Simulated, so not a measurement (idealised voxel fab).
The process module that follows is named voxel capacitor over wiring.
cross-section cut | 195 nm wide | cells 5 nm
A cross-section in this document is a grid of square cells, and it is written down as bands, the top band listed before the ones below it; a band is made up of one or more rows of cells. This entry defines a band. It first specifies the height of the band's top and the height of its bottom in nm, and then specifies the band's materials from left to right, stating each material with its width in nm. The word "everywhere" identifies a single material that fills the band from edge to edge, while the word "air" identifies empty space. Measure heights from 0. That's the level where, below it, the as-received wafer is all one material. The lowest band is bottomless and extends downward; write it as in "top 0, no bottom". The notation "30->40" denotes a width that varies across the rows of cells in the band, beginning at the first number in the top row, finishing at the second number in the bottom row, and changing by an identical amount from each row to the next. "identical to before" -> step changed no cross-section cell. Sealed-off cavities: empty space of 8 cells or more with no open way to the top, each as width x height at its distance from the left edge, in nm. That trailing text on a step's line, after the settings, is the simulator's own remark on the step. A step line may carry the setting "overlay nm", which, for steps involving a mask, states the distance by which the mask lay to the right of its intended position; negative values denote displacement to the left.

-- These are the steps we planned for the process
step 1: RECEIVE [material Si]
step 2: CONFORMAL_DEP [material SiO2] [thk nm 15]
step 3: CONFORMAL_DEP [material SiN] [thk nm 5]
step 4: DIRECTIONAL_DEP [material SiO2] [thk nm 20]
step 5: DIRECTIONAL_DEP [material aC] [thk nm 15]
step 6: PATTERN [tone open] [mask id METAL_1] [material resist] [width nm 25] [pitch nm 75] [thk nm 35] [overlay nm 0]
step 7: DIRECTIONAL_ETCH [etch materials aC] [depth nm 15]
step 8: STRIP [etch materials resist]
step 9: DIRECTIONAL_ETCH [etch materials SiO2] [depth nm 20]
step 10: DIRECTIONAL_ETCH [etch materials SiN] [depth nm 5]
step 11: STRIP [etch materials aC]
step 12: CONFORMAL_DEP [material TiN] [thk nm 5]
step 13: FILL_DEP [material Ru] [thk nm 5]
step 14: CMP [height nm 40]
step 15: CONFORMAL_DEP [material SiCN] [thk nm 5]
step 16: DIRECTIONAL_DEP [material lowk] [thk nm 10]
step 17: MASKED_ETCH [tone open] [mask id PLUG_1] [width nm 15] [etch materials lowk] [depth nm 10] [overlay nm 0]
step 18: MASKED_ETCH [tone open] [mask id PLUG_1] [width nm 15] [etch materials SiCN] [depth nm 5] [overlay nm 0]
step 19: EPI [material Ru] [thk nm 10]
step 20: EPI [material Ru] [thk nm 5]
step 21: DIRECTIONAL_DEP [material TiN] [thk nm 10]
step 22: DIRECTIONAL_DEP [material HfO2] [thk nm 5]
step 23: DIRECTIONAL_DEP [material TiN] [thk nm 10]
step 24: PATTERN [tone cover] [mask id UPPER_PLATE] [material resist] [width nm 55] [thk nm 15] [overlay nm 0]
step 25: DIRECTIONAL_ETCH [etch materials TiN] [depth nm 10]
step 26: DIRECTIONAL_ETCH [etch materials HfO2] [depth nm 5]
step 27: STRIP [etch materials resist]
step 28: PATTERN [tone cover] [mask id LOWER_PLATE] [material resist] [width nm 65] [thk nm 15] [overlay nm 0]
step 29: DIRECTIONAL_ETCH [etch materials TiN] [depth nm 10]
step 30: STRIP [etch materials resist]
step 31: FILL_DEP [material SiO2] [thk nm 20]
step 32: CMP [height nm 95]
step 33: PATTERN [tone open] [mask id PLUG_2] [material resist] [width nm 15] [thk nm 20] [overlay nm 0]
step 34: DIRECTIONAL_ETCH [etch materials SiO2] [depth nm 15]
step 35: STRIP [etch materials resist]
step 36: CONFORMAL_DEP [material TiN] [thk nm 5]
step 37: FILL_DEP [material Ru] [thk nm 5]
step 38: CMP [height nm 95]
step 39: CONFORMAL_DEP [material SiCN] [thk nm 5]

-- Account of the first of two wafers, which was processed as intended

-- As-received state of the wafer in cross-section, equivalent to post-step 1
  top 0, no bottom  Si everywhere
  Sealed-off cavities: none

-- Wafer after step 2 (cross-section)
  top 15, bottom 0  SiO2 everywhere
  Everything below 0 is unchanged.

-- Wafer after step 3 (cross-section)
  top 20, bottom 15  SiN everywhere
  Everything below 15 is unchanged.

-- Wafer after step 4 (cross-section)
  top 40, bottom 20  SiO2 everywhere
  Everything below 20 is unchanged.

-- Wafer after step 5 (cross-section)
  top 55, bottom 40  aC everywhere
  Everything below 40 is unchanged.

-- Wafer after step 6 (cross-section)
  top 90, bottom 55  45 of resist; 25 of air; 50 of resist; 25 of air; 50 of resist
  Everything below 55 is unchanged.

-- Wafer after step 7 (cross-section)
  top 75, bottom 55  45 of resist; 25 of air; 50 of resist; 25 of air; 50 of resist
  top 55, bottom 40  45 of aC; 25 of air; 50 of aC; 25 of air; 50 of aC
  Everything below 40 is unchanged.

-- Wafer after step 8 (cross-section)
  top 55, bottom 40  45 of aC; 25 of air; 50 of aC; 25 of air; 50 of aC
  Everything below 40 is unchanged.

-- Wafer after step 9 (cross-section)
  top 55, bottom 40  45 of aC; 25 of air; 50 of aC; 25 of air; 50 of aC
  top 40, bottom 20  45 of SiO2; 25 of air; 50 of SiO2; 25 of air; 50 of SiO2
  Everything below 20 is unchanged.

-- Wafer after step 10 (cross-section)
  top 55, bottom 40  45 of aC; 25 of air; 50 of aC; 25 of air; 50 of aC
  top 40, bottom 20  45 of SiO2; 25 of air; 50 of SiO2; 25 of air; 50 of SiO2
  top 20, bottom 15  45 of SiN; 25 of air; 50 of SiN; 25 of air; 50 of SiN
  Everything below 15 is unchanged.

-- Wafer after step 11 (cross-section)
  top 40, bottom 20  45 of SiO2; 25 of air; 50 of SiO2; 25 of air; 50 of SiO2
  Everything below 20 is unchanged.

-- Wafer after step 12 (cross-section)
  top 45, bottom 40  50 of TiN; 15 of air; 60 of TiN; 15 of air; 55 of TiN
  top 40, bottom 20  45 of SiO2; 5 of TiN; 15 of air; 5 of TiN; 50 of SiO2; 5 of TiN; 15 of air; 5 of TiN; 50 of SiO2
  top 20, bottom 15  45 of SiN; 25 of TiN; 50 of SiN; 25 of TiN; 50 of SiN
  Everything below 15 is unchanged.

-- Wafer after step 13 (cross-section)
  top 50, bottom 45  Ru everywhere
  top 45, bottom 40  50 of TiN; 15 of Ru; 60 of TiN; 15 of Ru; 55 of TiN
  top 40, bottom 20  45 of SiO2; 5 of TiN; 15 of Ru; 5 of TiN; 50 of SiO2; 5 of TiN; 15 of Ru; 5 of TiN; 50 of SiO2
  Everything below 20 is unchanged.

-- Wafer after step 14 (cross-section)
  top 40, bottom 20  45 of SiO2; 5 of TiN; 15 of Ru; 5 of TiN; 50 of SiO2; 5 of TiN; 15 of Ru; 5 of TiN; 50 of SiO2
  Everything below 20 is unchanged.

-- Wafer after step 15 (cross-section)
  top 45, bottom 40  SiCN everywhere
  Everything below 40 is unchanged.

-- Wafer after step 16 (cross-section)
  top 55, bottom 45  lowk everywhere
  Everything below 45 is unchanged.

-- Wafer after step 17 (cross-section)
  top 55, bottom 45  55 of lowk; 15 of air; 125 of lowk
  Everything below 45 is unchanged.

-- Wafer after step 18 (cross-section)
  top 55, bottom 45  55 of lowk; 15 of air; 125 of lowk
  top 45, bottom 40  55 of SiCN; 15 of air; 125 of SiCN
  Everything below 40 is unchanged.

-- Wafer after step 19 (cross-section)
  top 55, bottom 50  55 of lowk; 15 of air; 125 of lowk
  top 50, bottom 45  55 of lowk; 15 of Ru; 125 of lowk
  top 45, bottom 40  55 of SiCN; 15 of Ru; 125 of SiCN
  Everything below 40 is unchanged.

-- Wafer after step 20 (cross-section)
  top 55, bottom 45  55 of lowk; 15 of Ru; 125 of lowk
  Everything below 45 is unchanged.

-- Wafer after step 21 (cross-section)
  top 65, bottom 55  TiN everywhere
  Everything below 55 is unchanged.

-- Wafer after step 22 (cross-section)
  top 70, bottom 65  HfO2 everywhere
  Everything below 65 is unchanged.

-- Wafer after step 23 (cross-section)
  top 80, bottom 70  TiN everywhere
  Everything below 70 is unchanged.

-- Wafer after step 24 (cross-section)
  top 95, bottom 80  55 of air; 55 of resist; 85 of air
  Everything below 80 is unchanged.

-- Wafer after step 25 (cross-section)
  top 95, bottom 80  55 of air; 55 of resist; 85 of air
  top 80, bottom 70  55 of air; 55 of TiN; 85 of air
  Everything below 70 is unchanged.

-- Wafer after step 26 (cross-section)
  top 95, bottom 80  55 of air; 55 of resist; 85 of air
  top 80, bottom 70  55 of air; 55 of TiN; 85 of air
  top 70, bottom 65  55 of air; 55 of HfO2; 85 of air
  Everything below 65 is unchanged.

-- Wafer after step 27 (cross-section)
  top 80, bottom 70  55 of air; 55 of TiN; 85 of air
  Everything below 70 is unchanged.

-- Wafer after step 28 (cross-section)
  top 95, bottom 80  50 of air; 65 of resist; 80 of air
  top 80, bottom 70  50 of air; 5 of resist; 55 of TiN; 5 of resist; 80 of air
  top 70, bottom 65  50 of air; 5 of resist; 55 of HfO2; 5 of resist; 80 of air
  Everything below 65 is unchanged.

-- Wafer after step 29 (cross-section)
  top 95, bottom 80  50 of air; 65 of resist; 80 of air
  top 80, bottom 70  50 of air; 5 of resist; 55 of TiN; 5 of resist; 80 of air
  top 70, bottom 65  50 of air; 5 of resist; 55 of HfO2; 5 of resist; 80 of air
  top 65, bottom 55  50 of air; 65 of TiN; 80 of air
  Everything below 55 is unchanged.

-- Wafer after step 30 (cross-section)
  top 80, bottom 70  55 of air; 55 of TiN; 85 of air
  top 70, bottom 65  55 of air; 55 of HfO2; 85 of air
  Everything below 65 is unchanged.

-- Wafer after step 31 (cross-section)
  top 100, bottom 80  SiO2 everywhere
  top 80, bottom 70  55 of SiO2; 55 of TiN; 85 of SiO2
  top 70, bottom 65  55 of SiO2; 55 of HfO2; 85 of SiO2
  top 65, bottom 55  50 of SiO2; 65 of TiN; 80 of SiO2
  Everything below 55 is unchanged.

-- Wafer after step 32 (cross-section)
  top 95, bottom 80  SiO2 everywhere
  Everything below 80 is unchanged.

-- Wafer after step 33 (cross-section)
  top 115, bottom 95  65 of resist; 15 of air; 115 of resist
  Everything below 95 is unchanged.

-- Wafer after step 34 (cross-section)
  top 115, bottom 95  65 of resist; 15 of air; 115 of resist
  top 95, bottom 80  65 of SiO2; 15 of air; 115 of SiO2
  Everything below 80 is unchanged.

-- Wafer after step 35 (cross-section)
  top 95, bottom 80  65 of SiO2; 15 of air; 115 of SiO2
  Everything below 80 is unchanged.

-- Wafer after step 36 (cross-section)
  top 100, bottom 95  70 of TiN; 5 of air; 120 of TiN
  top 95, bottom 85  65 of SiO2; 5 of TiN; 5 of air; 5 of TiN; 115 of SiO2
  top 85, bottom 80  65 of SiO2; 15 of TiN; 115 of SiO2
  Everything below 80 is unchanged.

-- Wafer after step 37 (cross-section)
  top 105, bottom 100  Ru everywhere
  top 100, bottom 95  70 of TiN; 5 of Ru; 120 of TiN
  top 95, bottom 85  65 of SiO2; 5 of TiN; 5 of Ru; 5 of TiN; 115 of SiO2
  Everything below 85 is unchanged.

-- Wafer after step 38 (cross-section)
  top 95, bottom 85  65 of SiO2; 5 of TiN; 5 of Ru; 5 of TiN; 115 of SiO2
  Everything below 85 is unchanged.

-- Wafer after step 39 (cross-section)
  top 100, bottom 95  SiCN everywhere
  Everything below 95 is unchanged.

-- Second Wafer (Identical Start and Plan, One Processing Error; Matches First Wafer Through Step 5)

-- Cross-section of the second wafer at the time by which step 6 should have been completed according to the plan
  top 90, bottom 55  40 of resist; 25 of air; 50 of resist; 25 of air; 55 of resist
  Everything below 55 is unchanged.

-- Cross-section of the second wafer at the time by which step 7 should have been completed according to the plan
  top 75, bottom 55  40 of resist; 25 of air; 50 of resist; 25 of air; 55 of resist
  top 55, bottom 40  40 of aC; 25 of air; 50 of aC; 25 of air; 55 of aC
  Everything below 40 is unchanged.

-- Cross-section of the second wafer at the time by which step 8 should have been completed according to the plan
  top 55, bottom 40  40 of aC; 25 of air; 50 of aC; 25 of air; 55 of aC
  Everything below 40 is unchanged.

-- Cross-section of the second wafer at the time by which step 9 should have been completed according to the plan
  top 55, bottom 40  40 of aC; 25 of air; 50 of aC; 25 of air; 55 of aC
  top 40, bottom 20  40 of SiO2; 25 of air; 50 of SiO2; 25 of air; 55 of SiO2
  Everything below 20 is unchanged.

-- Cross-section of the second wafer at the time by which step 10 should have been completed according to the plan
  top 55, bottom 40  40 of aC; 25 of air; 50 of aC; 25 of air; 55 of aC
  top 40, bottom 20  40 of SiO2; 25 of air; 50 of SiO2; 25 of air; 55 of SiO2
  top 20, bottom 15  40 of SiN; 25 of air; 50 of SiN; 25 of air; 55 of SiN
  Everything below 15 is unchanged.

-- Cross-section of the second wafer at the time by which step 11 should have been completed according to the plan
  top 40, bottom 20  40 of SiO2; 25 of air; 50 of SiO2; 25 of air; 55 of SiO2
  Everything below 20 is unchanged.

-- Cross-section of the second wafer at the time by which step 12 should have been completed according to the plan
  top 45, bottom 40  45 of TiN; 15 of air; 60 of TiN; 15 of air; 60 of TiN
  top 40, bottom 20  40 of SiO2; 5 of TiN; 15 of air; 5 of TiN; 50 of SiO2; 5 of TiN; 15 of air; 5 of TiN; 55 of SiO2
  top 20, bottom 15  40 of SiN; 25 of TiN; 50 of SiN; 25 of TiN; 55 of SiN
  Everything below 15 is unchanged.

-- Cross-section of the second wafer at the time by which step 13 should have been completed according to the plan
  top 50, bottom 45  Ru everywhere
  top 45, bottom 40  45 of TiN; 15 of Ru; 60 of TiN; 15 of Ru; 60 of TiN
  top 40, bottom 20  40 of SiO2; 5 of TiN; 15 of Ru; 5 of TiN; 50 of SiO2; 5 of TiN; 15 of Ru; 5 of TiN; 55 of SiO2
  Everything below 20 is unchanged.

-- Cross-section of the second wafer at the time by which step 14 should have been completed according to the plan
  top 40, bottom 20  40 of SiO2; 5 of TiN; 15 of Ru; 5 of TiN; 50 of SiO2; 5 of TiN; 15 of Ru; 5 of TiN; 55 of SiO2
  Everything below 20 is unchanged.

-- Cross-section of the second wafer at the time by which step 15 should have been completed according to the plan
  top 45, bottom 40  SiCN everywhere
  Everything below 40 is unchanged.

-- Cross-section of the second wafer at the time by which step 16 should have been completed according to the plan
  top 55, bottom 45  lowk everywhere
  Everything below 45 is unchanged.

-- Cross-section of the second wafer at the time by which step 17 should have been completed according to the plan
  top 55, bottom 45  55 of lowk; 15 of air; 125 of lowk
  Everything below 45 is unchanged.

-- Cross-section of the second wafer at the time by which step 18 should have been completed according to the plan
  top 55, bottom 45  55 of lowk; 15 of air; 125 of lowk
  top 45, bottom 40  55 of SiCN; 15 of air; 125 of SiCN
  Everything below 40 is unchanged.

-- Cross-section of the second wafer at the time by which step 19 should have been completed according to the plan
  top 55, bottom 50  55 of lowk; 15 of air; 125 of lowk
  top 50, bottom 45  55 of lowk; 15 of Ru; 125 of lowk
  top 45, bottom 40  55 of SiCN; 15 of Ru; 125 of SiCN
  Everything below 40 is unchanged.

-- Cross-section of the second wafer at the time by which step 20 should have been completed according to the plan
  top 55, bottom 45  55 of lowk; 15 of Ru; 125 of lowk
  Everything below 45 is unchanged.

-- Cross-section of the second wafer at the time by which step 21 should have been completed according to the plan
  top 65, bottom 55  TiN everywhere
  Everything below 55 is unchanged.

-- Cross-section of the second wafer at the time by which step 22 should have been completed according to the plan
  top 70, bottom 65  HfO2 everywhere
  Everything below 65 is unchanged.

-- Cross-section of the second wafer at the time by which step 23 should have been completed according to the plan
  top 80, bottom 70  TiN everywhere
  Everything below 70 is unchanged.

-- Cross-section of the second wafer at the time by which step 24 should have been completed according to the plan
  top 95, bottom 80  55 of air; 55 of resist; 85 of air
  Everything below 80 is unchanged.

-- Cross-section of the second wafer at the time by which step 25 should have been completed according to the plan
  top 95, bottom 80  55 of air; 55 of resist; 85 of air
  top 80, bottom 70  55 of air; 55 of TiN; 85 of air
  Everything below 70 is unchanged.

-- Cross-section of the second wafer at the time by which step 26 should have been completed according to the plan
  top 95, bottom 80  55 of air; 55 of resist; 85 of air
  top 80, bottom 70  55 of air; 55 of TiN; 85 of air
  top 70, bottom 65  55 of air; 55 of HfO2; 85 of air
  Everything below 65 is unchanged.

-- Cross-section of the second wafer at the time by which step 27 should have been completed according to the plan
  top 80, bottom 70  55 of air; 55 of TiN; 85 of air
  Everything below 70 is unchanged.

-- Cross-section of the second wafer at the time by which step 28 should have been completed according to the plan
  top 95, bottom 80  50 of air; 65 of resist; 80 of air
  top 80, bottom 70  50 of air; 5 of resist; 55 of TiN; 5 of resist; 80 of air
  top 70, bottom 65  50 of air; 5 of resist; 55 of HfO2; 5 of resist; 80 of air
  Everything below 65 is unchanged.

-- Cross-section of the second wafer at the time by which step 29 should have been completed according to the plan
  top 95, bottom 80  50 of air; 65 of resist; 80 of air
  top 80, bottom 70  50 of air; 5 of resist; 55 of TiN; 5 of resist; 80 of air
  top 70, bottom 65  50 of air; 5 of resist; 55 of HfO2; 5 of resist; 80 of air
  top 65, bottom 55  50 of air; 65 of TiN; 80 of air
  Everything below 55 is unchanged.

-- Cross-section of the second wafer at the time by which step 30 should have been completed according to the plan
  top 80, bottom 70  55 of air; 55 of TiN; 85 of air
  top 70, bottom 65  55 of air; 55 of HfO2; 85 of air
  Everything below 65 is unchanged.

-- Cross-section of the second wafer at the time by which step 31 should have been completed according to the plan
  top 100, bottom 80  SiO2 everywhere
  top 80, bottom 70  55 of SiO2; 55 of TiN; 85 of SiO2
  top 70, bottom 65  55 of SiO2; 55 of HfO2; 85 of SiO2
  top 65, bottom 55  50 of SiO2; 65 of TiN; 80 of SiO2
  Everything below 55 is unchanged.

-- Cross-section of the second wafer at the time by which step 32 should have been completed according to the plan
  top 95, bottom 80  SiO2 everywhere
  Everything below 80 is unchanged.

-- Cross-section of the second wafer at the time by which step 33 should have been completed according to the plan
  top 115, bottom 95  65 of resist; 15 of air; 115 of resist
  Everything below 95 is unchanged.

-- Cross-section of the second wafer at the time by which step 34 should have been completed according to the plan
  top 115, bottom 95  65 of resist; 15 of air; 115 of resist
  top 95, bottom 80  65 of SiO2; 15 of air; 115 of SiO2
  Everything below 80 is unchanged.

-- Cross-section of the second wafer at the time by which step 35 should have been completed according to the plan
  top 95, bottom 80  65 of SiO2; 15 of air; 115 of SiO2
  Everything below 80 is unchanged.

-- Cross-section of the second wafer at the time by which step 36 should have been completed according to the plan
  top 100, bottom 95  70 of TiN; 5 of air; 120 of TiN
  top 95, bottom 85  65 of SiO2; 5 of TiN; 5 of air; 5 of TiN; 115 of SiO2
  top 85, bottom 80  65 of SiO2; 15 of TiN; 115 of SiO2
  Everything below 80 is unchanged.

-- Cross-section of the second wafer at the time by which step 37 should have been completed according to the plan
  top 105, bottom 100  Ru everywhere
  top 100, bottom 95  70 of TiN; 5 of Ru; 120 of TiN
  top 95, bottom 85  65 of SiO2; 5 of TiN; 5 of Ru; 5 of TiN; 115 of SiO2
  Everything below 85 is unchanged.

-- Cross-section of the second wafer at the time by which step 38 should have been completed according to the plan
  top 95, bottom 85  65 of SiO2; 5 of TiN; 5 of Ru; 5 of TiN; 115 of SiO2
  Everything below 85 is unchanged.

-- Cross-section of the second wafer at the time by which step 39 should have been completed according to the plan
  top 100, bottom 95  SiCN everywhere
  Everything below 95 is unchanged.
Short version of what went wrong: rather than as planned, step 6 actually ran as PATTERN [tone open] [mask id METAL_1] [material resist] [width nm 25] [pitch nm 75] [thk nm 35] [overlay nm -5]
Final wafers compared: equal cell tally per material, rearranged layout.
